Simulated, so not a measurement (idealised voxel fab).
Module name: voxel wiring stack (process module)
Cross-sectional view cut (width: 280 nm; square cell size: 5 nm).
Cross-section spec: square-cell grid; bands listed top down; each band is one or more rows.
Band: top and bottom heights (nm) first, top before bottom; then materials from left to right, widths in nm. "all across" marks a sole material filling the band edge to edge. "empty" denotes empty space.
Zero point of the height axis is 0; under it, received wafer = one material. Lowest band: continues down indefinitely, "top 0, no bottom".
Top row gets the first number, bottom row gets the second, and each row in between changes by the same step: that is how a band width like "30->40" works.
Reading "remained unchanged" for a step: not a cell of the cross-section changed in it.
"Enclosed void listing": sealed empty spaces, 8 cells or more, no open way to top, listed width x height at distance, with distance from the left edge and width, height and distance in nm.
Where a step's line continues beyond its settings, the continuation is a remark by the simulator itself on that step.
When a step includes a mask, the "overlay nm" setting on its line states how far to the right of its planned place that mask lay, and negative values state how far to the left.

Process steps foreseen in the plan
| 1 | RECEIVE with material Si |
| 2 | CONFORMAL_DEP with material SiO2, thk nm 15 |
| 3 | DIRECTIONAL_DEP with material TiN, thk nm 5 |
| 4 | DIRECTIONAL_DEP with material Ru, thk nm 25 |
| 5 | MASKED_ETCH with tone cover, mask id METAL_1, width nm 20, pitch nm 50, etch materials Ru, depth nm 25, overlay nm 0 |
| 6 | MASKED_ETCH with tone cover, mask id METAL_1, width nm 20, pitch nm 50, etch materials TiN, depth nm 5, overlay nm 0 |
| 7 | CONFORMAL_DEP with material SiCN, thk nm 5 |
| 8 | FILL_DEP with material SiO2, thk nm 5 |
| 9 | CMP with height nm 45 |
| 10 | CONFORMAL_DEP with material SiCN, thk nm 5 |
| 11 | DIRECTIONAL_DEP with material lowk, thk nm 20 |
| 12 | PATTERN with tone open, mask id PLUG_1, material resist, width nm 15, pitch nm 100, thk nm 15, overlay nm 0 |
| 13 | DIRECTIONAL_ETCH with etch materials lowk, depth nm 20 |
| 14 | DIRECTIONAL_ETCH with etch materials SiCN, depth nm 5 |
| 15 | STRIP with etch materials resist |
| 16 | CONFORMAL_DEP with material TiN, thk nm 5 |
| 17 | FILL_DEP with material W, thk nm 5 |
| 18 | CMP with height nm 70 |
| 19 | DIRECTIONAL_DEP with material TiN, thk nm 5 |
| 20 | DIRECTIONAL_DEP with material Ru, thk nm 20 |
| 21 | DIRECTIONAL_DEP with material aC, thk nm 10 |
| 22 | PATTERN with tone cover, mask id METAL_2, material resist, width nm 20, pitch nm 50, thk nm 30, overlay nm 0 |
| 23 | DIRECTIONAL_ETCH with etch materials aC, depth nm 10 |
| 24 | STRIP with etch materials resist |
| 25 | DIRECTIONAL_ETCH with etch materials Ru, depth nm 20 |
| 26 | DIRECTIONAL_ETCH with etch materials TiN, depth nm 5 |
| 27 | STRIP with etch materials aC |
| 28 | CONFORMAL_DEP with material SiN, thk nm 5 |
| 29 | FILL_DEP with material lowk, thk nm 5 |
| 30 | CMP with height nm 95 |
| 31 | CONFORMAL_DEP with material SiCN, thk nm 5 |
| 32 | DIRECTIONAL_DEP with material lowk, thk nm 25 |
| 33 | MASKED_ETCH with tone open, mask id METAL_3_HOLES, width nm 15, pitch nm 100, etch materials lowk, depth nm 25, overlay nm 0 |
| 34 | PATTERN with tone open, mask id METAL_3, material resist, width nm 20, pitch nm 50, thk nm 20, overlay nm 0 |
| 35 | DIRECTIONAL_ETCH with etch materials lowk, depth nm 15 |
| 36 | DIRECTIONAL_ETCH with etch materials SiCN, depth nm 5 |
| 37 | STRIP with etch materials resist |
| 38 | CONFORMAL_DEP with material TiN, thk nm 5 |
| 39 | FILL_DEP with material Cu, thk nm 5 |
| 40 | CMP with height nm 125 |
| 41 | CONFORMAL_DEP with material SiN, thk nm 5 |

First of two wafers, with the run carried out as planned

Shown in cross-section is the wafer as received, that is, as it stands after step 1
  top 0, no bottom  Si all across
  Enclosed void listing: none

Cross-section of the wafer after step 2
  top 15, bottom 0  SiO2 all across
  Nothing below the height 0 has changed.

Cross-section of the wafer after step 3
  top 20, bottom 15  TiN all across
  Nothing below the height 15 has changed.

Cross-section of the wafer after step 4
  top 45, bottom 20  Ru all across
  Nothing below the height 20 has changed.

Cross-section of the wafer after step 5
  top 45, bottom 20  empty 80 | Ru 20 | empty 30 | Ru 20 | empty 30 | Ru 20 | empty 80
  Nothing below the height 20 has changed.

Cross-section of the wafer after step 6
  top 45, bottom 20  empty 80 | Ru 20 | empty 30 | Ru 20 | empty 30 | Ru 20 | empty 80
  top 20, bottom 15  empty 80 | TiN 20 | empty 30 | TiN 20 | empty 30 | TiN 20 | empty 80
  Nothing below the height 15 has changed.

Cross-section of the wafer after step 7
  top 50, bottom 45  empty 75 | SiCN 30 | empty 20 | SiCN 30 | empty 20 | SiCN 30 | empty 75
  top 45, bottom 20  empty 75 | SiCN 5 | Ru 20 | SiCN 5 | empty 20 | SiCN 5 | Ru 20 | SiCN 5 | empty 20 | SiCN 5 | Ru 20 | SiCN 5 | empty 75
  top 20, bottom 15  SiCN 80 | TiN 20 | SiCN 30 | TiN 20 | SiCN 30 | TiN 20 | SiCN 80
  Nothing below the height 15 has changed.

Cross-section of the wafer after step 8
  top 55, bottom 50  SiO2 all across
  top 50, bottom 45  SiO2 75 | SiCN 30 | SiO2 20 | SiCN 30 | SiO2 20 | SiCN 30 | SiO2 75
  top 45, bottom 20  SiO2 75 | SiCN 5 | Ru 20 | SiCN 5 | SiO2 20 | SiCN 5 | Ru 20 | SiCN 5 | SiO2 20 | SiCN 5 | Ru 20 | SiCN 5 | SiO2 75
  Nothing below the height 20 has changed.

Cross-section of the wafer after step 9
  top 45, bottom 20  SiO2 75 | SiCN 5 | Ru 20 | SiCN 5 | SiO2 20 | SiCN 5 | Ru 20 | SiCN 5 | SiO2 20 | SiCN 5 | Ru 20 | SiCN 5 | SiO2 75
  Nothing below the height 20 has changed.

Cross-section of the wafer after step 10
  top 50, bottom 45  SiCN all across
  Nothing below the height 45 has changed.

Cross-section of the wafer after step 11
  top 70, bottom 50  lowk all across
  Nothing below the height 50 has changed.

Cross-section of the wafer after step 12
  top 85, bottom 70  resist 80 | empty 15 | resist 85 | empty 15 | resist 85
  Nothing below the height 70 has changed.

Cross-section of the wafer after step 13
  top 85, bottom 70  resist 80 | empty 15 | resist 85 | empty 15 | resist 85
  top 70, bottom 50  lowk 80 | empty 15 | lowk 85 | empty 15 | lowk 85
  Nothing below the height 50 has changed.

Cross-section of the wafer after step 14
  top 85, bottom 70  resist 80 | empty 15 | resist 85 | empty 15 | resist 85
  top 70, bottom 50  lowk 80 | empty 15 | lowk 85 | empty 15 | lowk 85
  top 50, bottom 45  SiCN 80 | empty 15 | SiCN 85 | empty 15 | SiCN 85
  Nothing below the height 45 has changed.

Cross-section of the wafer after step 15
  top 70, bottom 50  lowk 80 | empty 15 | lowk 85 | empty 15 | lowk 85
  Nothing below the height 50 has changed.

Cross-section of the wafer after step 16
  top 75, bottom 70  TiN 85 | empty 5 | TiN 95 | empty 5 | TiN 90
  top 70, bottom 50  lowk 80 | TiN 5 | empty 5 | TiN 5 | lowk 85 | TiN 5 | empty 5 | TiN 5 | lowk 85
  top 50, bottom 45  SiCN 80 | TiN 15 | SiCN 85 | TiN 15 | SiCN 85
  Nothing below the height 45 has changed.

Cross-section of the wafer after step 17
  top 80, bottom 75  W all across
  top 75, bottom 70  TiN 85 | W 5 | TiN 95 | W 5 | TiN 90
  top 70, bottom 50  lowk 80 | TiN 5 | W 5 | TiN 5 | lowk 85 | TiN 5 | W 5 | TiN 5 | lowk 85
  Nothing below the height 50 has changed.

Cross-section of the wafer after step 18
  top 70, bottom 50  lowk 80 | TiN 5 | W 5 | TiN 5 | lowk 85 | TiN 5 | W 5 | TiN 5 | lowk 85
  Nothing below the height 50 has changed.

Cross-section of the wafer after step 19
  top 75, bottom 70  TiN all across
  Nothing below the height 70 has changed.

Cross-section of the wafer after step 20
  top 95, bottom 75  Ru all across
  Nothing below the height 75 has changed.

Cross-section of the wafer after step 21
  top 105, bottom 95  aC all across
  Nothing below the height 95 has changed.

Cross-section of the wafer after step 22
  top 135, bottom 105  empty 80 | resist 20 | empty 30 | resist 20 | empty 30 | resist 20 | empty 80
  Nothing below the height 105 has changed.

Cross-section of the wafer after step 23
  top 125, bottom 105  empty 80 | resist 20 | empty 30 | resist 20 | empty 30 | resist 20 | empty 80
  top 105, bottom 95  empty 80 | aC 20 | empty 30 | aC 20 | empty 30 | aC 20 | empty 80
  Nothing below the height 95 has changed.

Cross-section of the wafer after step 24
  top 105, bottom 95  empty 80 | aC 20 | empty 30 | aC 20 | empty 30 | aC 20 | empty 80
  Nothing below the height 95 has changed.

Cross-section of the wafer after step 25
  top 105, bottom 95  empty 80 | aC 20 | empty 30 | aC 20 | empty 30 | aC 20 | empty 80
  top 95, bottom 75  empty 80 | Ru 20 | empty 30 | Ru 20 | empty 30 | Ru 20 | empty 80
  Nothing below the height 75 has changed.

Cross-section of the wafer after step 26
  top 105, bottom 95  empty 80 | aC 20 | empty 30 | aC 20 | empty 30 | aC 20 | empty 80
  top 95, bottom 75  empty 80 | Ru 20 | empty 30 | Ru 20 | empty 30 | Ru 20 | empty 80
  top 75, bottom 70  empty 80 | TiN 20 | empty 30 | TiN 20 | empty 30 | TiN 20 | empty 80
  Nothing below the height 70 has changed.

Cross-section of the wafer after step 27
  top 95, bottom 75  empty 80 | Ru 20 | empty 30 | Ru 20 | empty 30 | Ru 20 | empty 80
  Nothing below the height 75 has changed.

Cross-section of the wafer after step 28
  top 100, bottom 95  empty 75 | SiN 30 | empty 20 | SiN 30 | empty 20 | SiN 30 | empty 75
  top 95, bottom 75  empty 75 | SiN 5 | Ru 20 | SiN 5 | empty 20 | SiN 5 | Ru 20 | SiN 5 | empty 20 | SiN 5 | Ru 20 | SiN 5 | empty 75
  top 75, bottom 70  SiN 80 | TiN 20 | SiN 30 | TiN 20 | SiN 30 | TiN 20 | SiN 80
  Nothing below the height 70 has changed.

Cross-section of the wafer after step 29
  top 105, bottom 100  lowk all across
  top 100, bottom 95  lowk 75 | SiN 30 | lowk 20 | SiN 30 | lowk 20 | SiN 30 | lowk 75
  top 95, bottom 75  lowk 75 | SiN 5 | Ru 20 | SiN 5 | lowk 20 | SiN 5 | Ru 20 | SiN 5 | lowk 20 | SiN 5 | Ru 20 | SiN 5 | lowk 75
  Nothing below the height 75 has changed.

Cross-section of the wafer after step 30
  top 95, bottom 75  lowk 75 | SiN 5 | Ru 20 | SiN 5 | lowk 20 | SiN 5 | Ru 20 | SiN 5 | lowk 20 | SiN 5 | Ru 20 | SiN 5 | lowk 75
  Nothing below the height 75 has changed.

Cross-section of the wafer after step 31
  top 100, bottom 95  SiCN all across
  Nothing below the height 95 has changed.

Cross-section of the wafer after step 32
  top 125, bottom 100  lowk all across
  Nothing below the height 100 has changed.

Cross-section of the wafer after step 33
  top 125, bottom 100  lowk 80 | empty 15 | lowk 85 | empty 15 | lowk 85
  Nothing below the height 100 has changed.

Cross-section of the wafer after step 34
  top 145, bottom 125  resist 80 | empty 20 | resist 30 | empty 20 | resist 30 | empty 20 | resist 80
  Nothing below the height 125 has changed.

Cross-section of the wafer after step 35
  top 145, bottom 125  resist 80 | empty 20 | resist 30 | empty 20 | resist 30 | empty 20 | resist 80
  top 125, bottom 110  lowk 80 | empty 20 | lowk 30 | empty 20 | lowk 30 | empty 20 | lowk 80
  Nothing below the height 110 has changed.

Cross-section of the wafer after step 36
  top 145, bottom 125  resist 80 | empty 20 | resist 30 | empty 20 | resist 30 | empty 20 | resist 80
  top 125, bottom 110  lowk 80 | empty 20 | lowk 30 | empty 20 | lowk 30 | empty 20 | lowk 80
  top 110, bottom 100  lowk 80 | empty 15 | lowk 85 | empty 15 | lowk 85
  top 100, bottom 95  SiCN 80 | empty 15 | SiCN 85 | empty 15 | SiCN 85
  Nothing below the height 95 has changed.

Cross-section of the wafer after step 37
  top 125, bottom 110  lowk 80 | empty 20 | lowk 30 | empty 20 | lowk 30 | empty 20 | lowk 80
  Nothing below the height 110 has changed.

Cross-section of the wafer after step 38
  top 130, bottom 125  TiN 85 | empty 10 | TiN 40 | empty 10 | TiN 40 | empty 10 | TiN 85
  top 125, bottom 115  lowk 80 | TiN 5 | empty 10 | TiN 5 | lowk 30 | TiN 5 | empty 10 | TiN 5 | lowk 30 | TiN 5 | empty 10 | TiN 5 | lowk 80
  top 115, bottom 110  lowk 80 | TiN 5 | empty 5 | TiN 10 | lowk 30 | TiN 20 | lowk 30 | TiN 5 | empty 5 | TiN 10 | lowk 80
  top 110, bottom 100  lowk 80 | TiN 5 | empty 5 | TiN 5 | lowk 85 | TiN 5 | empty 5 | TiN 5 | lowk 85
  top 100, bottom 95  SiCN 80 | TiN 15 | SiCN 85 | TiN 15 | SiCN 85
  Nothing below the height 95 has changed.

Cross-section of the wafer after step 39
  top 135, bottom 130  Cu all across
  top 130, bottom 125  TiN 85 | Cu 10 | TiN 40 | Cu 10 | TiN 40 | Cu 10 | TiN 85
  top 125, bottom 115  lowk 80 | TiN 5 | Cu 10 | TiN 5 | lowk 30 | TiN 5 | Cu 10 | TiN 5 | lowk 30 | TiN 5 | Cu 10 | TiN 5 | lowk 80
  top 115, bottom 110  lowk 80 | TiN 5 | Cu 5 | TiN 10 | lowk 30 | TiN 20 | lowk 30 | TiN 5 | Cu 5 | TiN 10 | lowk 80
  top 110, bottom 100  lowk 80 | TiN 5 | Cu 5 | TiN 5 | lowk 85 | TiN 5 | Cu 5 | TiN 5 | lowk 85
  Nothing below the height 100 has changed.

Cross-section of the wafer after step 40
  top 125, bottom 115  lowk 80 | TiN 5 | Cu 10 | TiN 5 | lowk 30 | TiN 5 | Cu 10 | TiN 5 | lowk 30 | TiN 5 | Cu 10 | TiN 5 | lowk 80
  Nothing below the height 115 has changed.

Cross-section of the wafer after step 41
  top 130, bottom 125  SiN all across
  Nothing below the height 125 has changed.

For the second wafer, take the first wafer's start and plan, then add one mistake made in running it; everything through step 1, that step included, is shared with the first

when step 2 should have ended
  top 5, bottom 0  TiN all across
  Nothing below the height 0 has changed.

when step 3 should have ended
  top 20, bottom 5  SiO2 all across
  Nothing below the height 5 has changed.

when step 4 should have ended
  top 45, bottom 20  Ru all across
  Nothing below the height 20 has changed.

when step 5 should have ended
  top 45, bottom 20  empty 80 | Ru 20 | empty 30 | Ru 20 | empty 30 | Ru 20 | empty 80
  Nothing below the height 20 has changed.

when step 6 should have ended: remained unchanged

when step 7 should have ended
  top 50, bottom 45  empty 75 | SiCN 30 | empty 20 | SiCN 30 | empty 20 | SiCN 30 | empty 75
  top 45, bottom 25  empty 75 | SiCN 5 | Ru 20 | SiCN 5 | empty 20 | SiCN 5 | Ru 20 | SiCN 5 | empty 20 | SiCN 5 | Ru 20 | SiCN 5 | empty 75
  top 25, bottom 20  SiCN 80 | Ru 20 | SiCN 30 | Ru 20 | SiCN 30 | Ru 20 | SiCN 80
  Nothing below the height 20 has changed.

when step 8 should have ended
  top 55, bottom 50  SiO2 all across
  top 50, bottom 45  SiO2 75 | SiCN 30 | SiO2 20 | SiCN 30 | SiO2 20 | SiCN 30 | SiO2 75
  top 45, bottom 25  SiO2 75 | SiCN 5 | Ru 20 | SiCN 5 | SiO2 20 | SiCN 5 | Ru 20 | SiCN 5 | SiO2 20 | SiCN 5 | Ru 20 | SiCN 5 | SiO2 75
  Nothing below the height 25 has changed.

when step 9 should have ended
  top 45, bottom 25  SiO2 75 | SiCN 5 | Ru 20 | SiCN 5 | SiO2 20 | SiCN 5 | Ru 20 | SiCN 5 | SiO2 20 | SiCN 5 | Ru 20 | SiCN 5 | SiO2 75
  Nothing below the height 25 has changed.

when step 10 should have ended
  top 50, bottom 45  SiCN all across
  Nothing below the height 45 has changed.

when step 11 should have ended
  top 70, bottom 50  lowk all across
  Nothing below the height 50 has changed.

when step 12 should have ended
  top 85, bottom 70  resist 80 | empty 15 | resist 85 | empty 15 | resist 85
  Nothing below the height 70 has changed.

when step 13 should have ended
  top 85, bottom 70  resist 80 | empty 15 | resist 85 | empty 15 | resist 85
  top 70, bottom 50  lowk 80 | empty 15 | lowk 85 | empty 15 | lowk 85
  Nothing below the height 50 has changed.

when step 14 should have ended
  top 85, bottom 70  resist 80 | empty 15 | resist 85 | empty 15 | resist 85
  top 70, bottom 50  lowk 80 | empty 15 | lowk 85 | empty 15 | lowk 85
  top 50, bottom 45  SiCN 80 | empty 15 | SiCN 85 | empty 15 | SiCN 85
  Nothing below the height 45 has changed.

when step 15 should have ended
  top 70, bottom 50  lowk 80 | empty 15 | lowk 85 | empty 15 | lowk 85
  Nothing below the height 50 has changed.

when step 16 should have ended
  top 75, bottom 70  TiN 85 | empty 5 | TiN 95 | empty 5 | TiN 90
  top 70, bottom 50  lowk 80 | TiN 5 | empty 5 | TiN 5 | lowk 85 | TiN 5 | empty 5 | TiN 5 | lowk 85
  top 50, bottom 45  SiCN 80 | TiN 15 | SiCN 85 | TiN 15 | SiCN 85
  Nothing below the height 45 has changed.

when step 17 should have ended
  top 80, bottom 75  W all across
  top 75, bottom 70  TiN 85 | W 5 | TiN 95 | W 5 | TiN 90
  top 70, bottom 50  lowk 80 | TiN 5 | W 5 | TiN 5 | lowk 85 | TiN 5 | W 5 | TiN 5 | lowk 85
  Nothing below the height 50 has changed.

when step 18 should have ended
  top 70, bottom 50  lowk 80 | TiN 5 | W 5 | TiN 5 | lowk 85 | TiN 5 | W 5 | TiN 5 | lowk 85
  Nothing below the height 50 has changed.

when step 19 should have ended
  top 75, bottom 70  TiN all across
  Nothing below the height 70 has changed.

when step 20 should have ended
  top 95, bottom 75  Ru all across
  Nothing below the height 75 has changed.

when step 21 should have ended
  top 105, bottom 95  aC all across
  Nothing below the height 95 has changed.

when step 22 should have ended
  top 135, bottom 105  empty 80 | resist 20 | empty 30 | resist 20 | empty 30 | resist 20 | empty 80
  Nothing below the height 105 has changed.

when step 23 should have ended
  top 125, bottom 105  empty 80 | resist 20 | empty 30 | resist 20 | empty 30 | resist 20 | empty 80
  top 105, bottom 95  empty 80 | aC 20 | empty 30 | aC 20 | empty 30 | aC 20 | empty 80
  Nothing below the height 95 has changed.

when step 24 should have ended
  top 105, bottom 95  empty 80 | aC 20 | empty 30 | aC 20 | empty 30 | aC 20 | empty 80
  Nothing below the height 95 has changed.

when step 25 should have ended
  top 105, bottom 95  empty 80 | aC 20 | empty 30 | aC 20 | empty 30 | aC 20 | empty 80
  top 95, bottom 75  empty 80 | Ru 20 | empty 30 | Ru 20 | empty 30 | Ru 20 | empty 80
  Nothing below the height 75 has changed.

when step 26 should have ended
  top 105, bottom 95  empty 80 | aC 20 | empty 30 | aC 20 | empty 30 | aC 20 | empty 80
  top 95, bottom 75  empty 80 | Ru 20 | empty 30 | Ru 20 | empty 30 | Ru 20 | empty 80
  top 75, bottom 70  empty 80 | TiN 20 | empty 30 | TiN 20 | empty 30 | TiN 20 | empty 80
  Nothing below the height 70 has changed.

when step 27 should have ended
  top 95, bottom 75  empty 80 | Ru 20 | empty 30 | Ru 20 | empty 30 | Ru 20 | empty 80
  Nothing below the height 75 has changed.

when step 28 should have ended
  top 100, bottom 95  empty 75 | SiN 30 | empty 20 | SiN 30 | empty 20 | SiN 30 | empty 75
  top 95, bottom 75  empty 75 | SiN 5 | Ru 20 | SiN 5 | empty 20 | SiN 5 | Ru 20 | SiN 5 | empty 20 | SiN 5 | Ru 20 | SiN 5 | empty 75
  top 75, bottom 70  SiN 80 | TiN 20 | SiN 30 | TiN 20 | SiN 30 | TiN 20 | SiN 80
  Nothing below the height 70 has changed.

when step 29 should have ended
  top 105, bottom 100  lowk all across
  top 100, bottom 95  lowk 75 | SiN 30 | lowk 20 | SiN 30 | lowk 20 | SiN 30 | lowk 75
  top 95, bottom 75  lowk 75 | SiN 5 | Ru 20 | SiN 5 | lowk 20 | SiN 5 | Ru 20 | SiN 5 | lowk 20 | SiN 5 | Ru 20 | SiN 5 | lowk 75
  Nothing below the height 75 has changed.

when step 30 should have ended
  top 95, bottom 75  lowk 75 | SiN 5 | Ru 20 | SiN 5 | lowk 20 | SiN 5 | Ru 20 | SiN 5 | lowk 20 | SiN 5 | Ru 20 | SiN 5 | lowk 75
  Nothing below the height 75 has changed.

when step 31 should have ended
  top 100, bottom 95  SiCN all across
  Nothing below the height 95 has changed.

when step 32 should have ended
  top 125, bottom 100  lowk all across
  Nothing below the height 100 has changed.

when step 33 should have ended
  top 125, bottom 100  lowk 80 | empty 15 | lowk 85 | empty 15 | lowk 85
  Nothing below the height 100 has changed.

when step 34 should have ended
  top 145, bottom 125  resist 80 | empty 20 | resist 30 | empty 20 | resist 30 | empty 20 | resist 80
  Nothing below the height 125 has changed.

when step 35 should have ended
  top 145, bottom 125  resist 80 | empty 20 | resist 30 | empty 20 | resist 30 | empty 20 | resist 80
  top 125, bottom 110  lowk 80 | empty 20 | lowk 30 | empty 20 | lowk 30 | empty 20 | lowk 80
  Nothing below the height 110 has changed.

when step 36 should have ended
  top 145, bottom 125  resist 80 | empty 20 | resist 30 | empty 20 | resist 30 | empty 20 | resist 80
  top 125, bottom 110  lowk 80 | empty 20 | lowk 30 | empty 20 | lowk 30 | empty 20 | lowk 80
  top 110, bottom 100  lowk 80 | empty 15 | lowk 85 | empty 15 | lowk 85
  top 100, bottom 95  SiCN 80 | empty 15 | SiCN 85 | empty 15 | SiCN 85
  Nothing below the height 95 has changed.

when step 37 should have ended
  top 125, bottom 110  lowk 80 | empty 20 | lowk 30 | empty 20 | lowk 30 | empty 20 | lowk 80
  Nothing below the height 110 has changed.

when step 38 should have ended
  top 130, bottom 125  TiN 85 | empty 10 | TiN 40 | empty 10 | TiN 40 | empty 10 | TiN 85
  top 125, bottom 115  lowk 80 | TiN 5 | empty 10 | TiN 5 | lowk 30 | TiN 5 | empty 10 | TiN 5 | lowk 30 | TiN 5 | empty 10 | TiN 5 | lowk 80
  top 115, bottom 110  lowk 80 | TiN 5 | empty 5 | TiN 10 | lowk 30 | TiN 20 | lowk 30 | TiN 5 | empty 5 | TiN 10 | lowk 80
  top 110, bottom 100  lowk 80 | TiN 5 | empty 5 | TiN 5 | lowk 85 | TiN 5 | empty 5 | TiN 5 | lowk 85
  top 100, bottom 95  SiCN 80 | TiN 15 | SiCN 85 | TiN 15 | SiCN 85
  Nothing below the height 95 has changed.

when step 39 should have ended
  top 135, bottom 130  Cu all across
  top 130, bottom 125  TiN 85 | Cu 10 | TiN 40 | Cu 10 | TiN 40 | Cu 10 | TiN 85
  top 125, bottom 115  lowk 80 | TiN 5 | Cu 10 | TiN 5 | lowk 30 | TiN 5 | Cu 10 | TiN 5 | lowk 30 | TiN 5 | Cu 10 | TiN 5 | lowk 80
  top 115, bottom 110  lowk 80 | TiN 5 | Cu 5 | TiN 10 | lowk 30 | TiN 20 | lowk 30 | TiN 5 | Cu 5 | TiN 10 | lowk 80
  top 110, bottom 100  lowk 80 | TiN 5 | Cu 5 | TiN 5 | lowk 85 | TiN 5 | Cu 5 | TiN 5 | lowk 85
  Nothing below the height 100 has changed.

when step 40 should have ended
  top 125, bottom 115  lowk 80 | TiN 5 | Cu 10 | TiN 5 | lowk 30 | TiN 5 | Cu 10 | TiN 5 | lowk 30 | TiN 5 | Cu 10 | TiN 5 | lowk 80
  Nothing below the height 115 has changed.

when step 41 should have ended
  top 130, bottom 125  SiN all across
  Nothing below the height 125 has changed.
The mistake made against the process plan was this: steps 2 and 3: order swapped relative to plan
Materials where the second wafer ends with more or fewer cells than the first: 6 fewer of SiCN; 38 fewer of SiO2; 44 more of TiN
